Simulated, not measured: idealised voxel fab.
This section sets out a process module, namely voxel wiring stack.
Shown is cross-section cut, with a width of 195 nm and square cells of size 5 nm.
Bands, listed from the top down, are how a cross-section gets written in this document; the cross-section itself is a grid of square cells, and a band is one or more rows of them.
Band: top height; bottom height; in nm. Then, left to right: material with width in nm, for each material. "everywhere": a single material spanning edge to edge. "blank": empty space.
For the purposes of this specification, 0 denotes the height below which the wafer in its as-received condition is composed wholly of one material, and the lowermost band, lacking a lower limit, extends downward without end, as expressed in "top 0, no bottom".
Width spec "30 to 40" -> top row of cells at first value, bottom row at second value, equal per-row change in between.
"no change occurred" -> step changed no cross-section cell.
"Enclosed void inventory" enumerates empty spaces isolated from the top, with no open way to it, that contain at least 8 cells, giving each as width x height at distance from the left edge, all three in nm.
Post-settings text on a step line: simulator's own remark regarding the step.
The optional step-line setting "overlay nm" applies to steps with a mask and quantifies how far to the right of its planned location the mask lay, a negative value indicating leftward placement.
Listed below are the process steps as planned
- 1: RECEIVE with material Si
- 2: CONFORMAL_DEP with material SiO2, thk nm 15
- 3: DIRECTIONAL_DEP with material TiN, thk nm 5
- 4: DIRECTIONAL_DEP with material Ru, thk nm 20
- 5: PATTERN with tone cover, mask id METAL_1, material resist, width nm 20, pitch nm 45, thk nm 20, overlay nm 0
- 6: DIRECTIONAL_ETCH with etch materials Ru, depth nm 20
- 7: DIRECTIONAL_ETCH with etch materials TiN, depth nm 5
- 8: STRIP with etch materials resist
- 9: FILL_DEP with material lowk, thk nm 10
- 10: CMP with height nm 40
- 11: CONFORMAL_DEP with material SiCN, thk nm 5
- 12: DIRECTIONAL_DEP with material lowk, thk nm 15
- 13: DIRECTIONAL_DEP with material aC, thk nm 15
- 14: PATTERN with tone open, mask id PLUG_1, material resist, width nm 15, pitch nm 45, thk nm 35, overlay nm 0
- 15: DIRECTIONAL_ETCH with etch materials aC, depth nm 15
- 16: STRIP with etch materials resist
- 17: DIRECTIONAL_ETCH with etch materials lowk, depth nm 15
- 18: DIRECTIONAL_ETCH with etch materials SiCN, depth nm 5
- 19: STRIP with etch materials aC
- 20: EPI with material Ru, thk nm 10
- 21: EPI with material Ru, thk nm 10
- 22: CONFORMAL_DEP with material SiN, thk nm 5
- 23: DIRECTIONAL_DEP with material SiO2, thk nm 15
- 24: DIRECTIONAL_DEP with material aC, thk nm 10
- 25: PATTERN with tone open, mask id METAL_2, material resist, width nm 20, pitch nm 45, thk nm 30, overlay nm 0
- 26: DIRECTIONAL_ETCH with etch materials aC, depth nm 10
- 27: STRIP with etch materials resist
- 28: DIRECTIONAL_ETCH with etch materials SiO2, depth nm 15
- 29: DIRECTIONAL_ETCH with etch materials SiN, depth nm 5
- 30: STRIP with etch materials aC
- 31: CONFORMAL_DEP with material TiN, thk nm 5
- 32: FILL_DEP with material Cu, thk nm 10
- 33: CMP with height nm 80
- 34: CONFORMAL_DEP with material SiCN, thk nm 5
- 35: DIRECTIONAL_DEP with material lowk, thk nm 30
- 36: DIRECTIONAL_DEP with material aC, thk nm 15
- 37: PATTERN with tone open, mask id METAL_3, material resist, width nm 20, pitch nm 45, thk nm 35, overlay nm 0
- 38: DIRECTIONAL_ETCH with etch materials aC, depth nm 15
- 39: STRIP with etch materials resist
- 40: DIRECTIONAL_ETCH with etch materials lowk, depth nm 15
- 41: STRIP with etch materials aC
- 42: MASKED_ETCH with tone open, mask id METAL_3_HOLES, width nm 15, pitch nm 45, etch materials lowk, depth nm 15, overlay nm 0
- 43: MASKED_ETCH with tone open, mask id METAL_3_HOLES, width nm 15, pitch nm 45, etch materials SiCN, depth nm 5, overlay nm 0
- 44: CONFORMAL_DEP with material TiN, thk nm 5
- 45: FILL_DEP with material Cu, thk nm 5
- 46: CMP with height nm 115
- 47: CONFORMAL_DEP with material SiCN, thk nm 5
- 48: DIRECTIONAL_DEP with material lowk, thk nm 10
- 49: MASKED_ETCH with tone open, mask id PLUG_3, width nm 15, pitch nm 45, etch materials lowk, depth nm 10, overlay nm 0
- 50: MASKED_ETCH with tone open, mask id PLUG_3, width nm 15, pitch nm 45, etch materials SiCN, depth nm 5, overlay nm 0
- 51: CONFORMAL_DEP with material TiN, thk nm 5
- 52: FILL_DEP with material Cu, thk nm 5
- 53: CMP with height nm 130
- 54: CONFORMAL_DEP with material SiCN, thk nm 5
- 55: DIRECTIONAL_DEP with material SiO2, thk nm 25
- 56: DIRECTIONAL_DEP with material aC, thk nm 10
- 57: PATTERN with tone open, mask id METAL_4, material resist, width nm 20, pitch nm 45, thk nm 25, overlay nm 0
- 58: DIRECTIONAL_ETCH with etch materials aC, depth nm 10
- 59: STRIP with etch materials resist
- 60: DIRECTIONAL_ETCH with etch materials SiO2, depth nm 25
- 61: DIRECTIONAL_ETCH with etch materials SiCN, depth nm 5
- 62: STRIP with etch materials aC
- 63: CONFORMAL_DEP with material TiN, thk nm 5
- 64: FILL_DEP with material Cu, thk nm 5
- 65: CMP with height nm 160
- 66: CONFORMAL_DEP with material SiCN, thk nm 5
Wafer-to-wafer difference: width nm, step 49. Common start. Plan = first wafer's value.
first wafer as received, after step 1
  top 0, no bottom: Si everywhere
  Enclosed void inventory: none
At the end of the module, after its last step, step 66, the first of several wafers appears in cross-section as follows
  top 165, bottom 160: SiCN everywhere
  top 160, bottom 135: SiO2=40; TiN=5; Cu=10; TiN=5; SiO2=25; TiN=5; Cu=10; TiN=5; SiO2=25; TiN=5; Cu=10; TiN=5; SiO2=45
  top 135, bottom 130: SiCN=40; TiN=20; SiCN=25; TiN=20; SiCN=25; TiN=20; SiCN=45
  top 130, bottom 120: lowk=40; TiN=5; Cu=5; TiN=5; lowk=30; TiN=5; Cu=5; TiN=5; lowk=30; TiN=5; Cu=5; TiN=5; lowk=50
  top 120, bottom 115: SiCN=40; TiN=15; SiCN=30; TiN=15; SiCN=30; TiN=15; SiCN=50
  top 115, bottom 105: lowk=40; TiN=5; Cu=10; TiN=5; lowk=25; TiN=5; Cu=10; TiN=5; lowk=25; TiN=5; Cu=10; TiN=5; lowk=45
  top 105, bottom 100: lowk=40; TiN=5; Cu=5; TiN=10; lowk=25; TiN=5; Cu=5; TiN=10; lowk=25; TiN=5; Cu=5; TiN=10; lowk=45
  top 100, bottom 85: lowk=40; TiN=5; Cu=5; TiN=5; lowk=30; TiN=5; Cu=5; TiN=5; lowk=30; TiN=5; Cu=5; TiN=5; lowk=50
  top 85, bottom 80: SiCN=40; TiN=15; SiCN=30; TiN=15; SiCN=30; TiN=15; SiCN=50
  top 80, bottom 65: SiO2=40; TiN=5; Cu=10; TiN=5; SiO2=25; TiN=5; Cu=10; TiN=5; SiO2=25; TiN=5; Cu=10; TiN=5; SiO2=45
  top 65, bottom 60: SiN=40; TiN=20; SiN=25; TiN=20; SiN=25; TiN=20; SiN=45
  top 60, bottom 45: lowk=40; Ru=15; lowk=30; Ru=15; lowk=30; Ru=15; lowk=50
  top 45, bottom 40: SiCN=40; Ru=15; SiCN=30; Ru=15; SiCN=30; Ru=15; SiCN=50
  top 40, bottom 20: lowk=40; Ru=20; lowk=25; Ru=20; lowk=25; Ru=20; lowk=45
  top 20, bottom 15: lowk=40; TiN=20; lowk=25; TiN=20; lowk=25; TiN=20; lowk=45
  top 15, bottom 0: SiO2 everywhere
  top 0, no bottom: Si everywhere
  Enclosed void inventory: none
End of module, last wafer sectioned
  top 165, bottom 160: SiCN everywhere
  top 160, bottom 135: SiO2=40; TiN=5; Cu=10; TiN=5; SiO2=25; TiN=5; Cu=10; TiN=5; SiO2=25; TiN=5; Cu=10; TiN=5; SiO2=45
  top 135, bottom 130: SiCN=40; TiN=20; SiCN=25; TiN=20; SiCN=25; TiN=20; SiCN=45
  top 130, bottom 120: lowk=35; TiN=5 to 10; Cu=20 to 5; TiN=5 to 15; lowk=15; TiN=5 to 10; Cu=20 to 5; TiN=5 to 15; lowk=15; TiN=5 to 10; Cu=20 to 5; TiN=5 to 15; lowk=40
  top 120, bottom 115: SiCN=40; TiN=15; SiCN=30; TiN=15; SiCN=30; TiN=15; SiCN=50
  top 115, bottom 105: lowk=40; TiN=5; Cu=10; TiN=5; lowk=25; TiN=5; Cu=10; TiN=5; lowk=25; TiN=5; Cu=10; TiN=5; lowk=45
  top 105, bottom 100: lowk=40; TiN=5; Cu=5; TiN=10; lowk=25; TiN=5; Cu=5; TiN=10; lowk=25; TiN=5; Cu=5; TiN=10; lowk=45
  top 100, bottom 85: lowk=40; TiN=5; Cu=5; TiN=5; lowk=30; TiN=5; Cu=5; TiN=5; lowk=30; TiN=5; Cu=5; TiN=5; lowk=50
  top 85, bottom 80: SiCN=40; TiN=15; SiCN=30; TiN=15; SiCN=30; TiN=15; SiCN=50
  top 80, bottom 65: SiO2=40; TiN=5; Cu=10; TiN=5; SiO2=25; TiN=5; Cu=10; TiN=5; SiO2=25; TiN=5; Cu=10; TiN=5; SiO2=45
  top 65, bottom 60: SiN=40; TiN=20; SiN=25; TiN=20; SiN=25; TiN=20; SiN=45
  top 60, bottom 45: lowk=40; Ru=15; lowk=30; Ru=15; lowk=30; Ru=15; lowk=50
  top 45, bottom 40: SiCN=40; Ru=15; SiCN=30; Ru=15; SiCN=30; Ru=15; SiCN=50
  top 40, bottom 20: lowk=40; Ru=20; lowk=25; Ru=20; lowk=25; Ru=20; lowk=45
  top 20, bottom 15: lowk=40; TiN=20; lowk=25; TiN=20; lowk=25; TiN=20; lowk=45
  top 15, bottom 0: SiO2 everywhere
  top 0, no bottom: Si everywhere
  Enclosed void inventory: none
Take any row and you have a wafer at the end of the module: how many cells of each material it has gained (+) or lost (-) since it was received, and then its closed voids
width nm 15, +78 Cu, +84 Ru, +156 SiCN, +27 SiN, +333 SiO2, +153 TiN, +456 lowk, Enclosed void inventory: none
width nm 20, +81 Cu, +84 Ru, +156 SiCN, +27 SiN, +333 SiO2, +156 TiN, +450 lowk, Enclosed void inventory: none
width nm 25, +84 Cu, +84 Ru, +156 SiCN, +27 SiN, +333 SiO2, +159 TiN, +444 lowk, Enclosed void inventory: none
width nm 30, +87 Cu, +84 Ru, +156 SiCN, +27 SiN, +333 SiO2, +162 TiN, +438 lowk, Enclosed void inventory: none
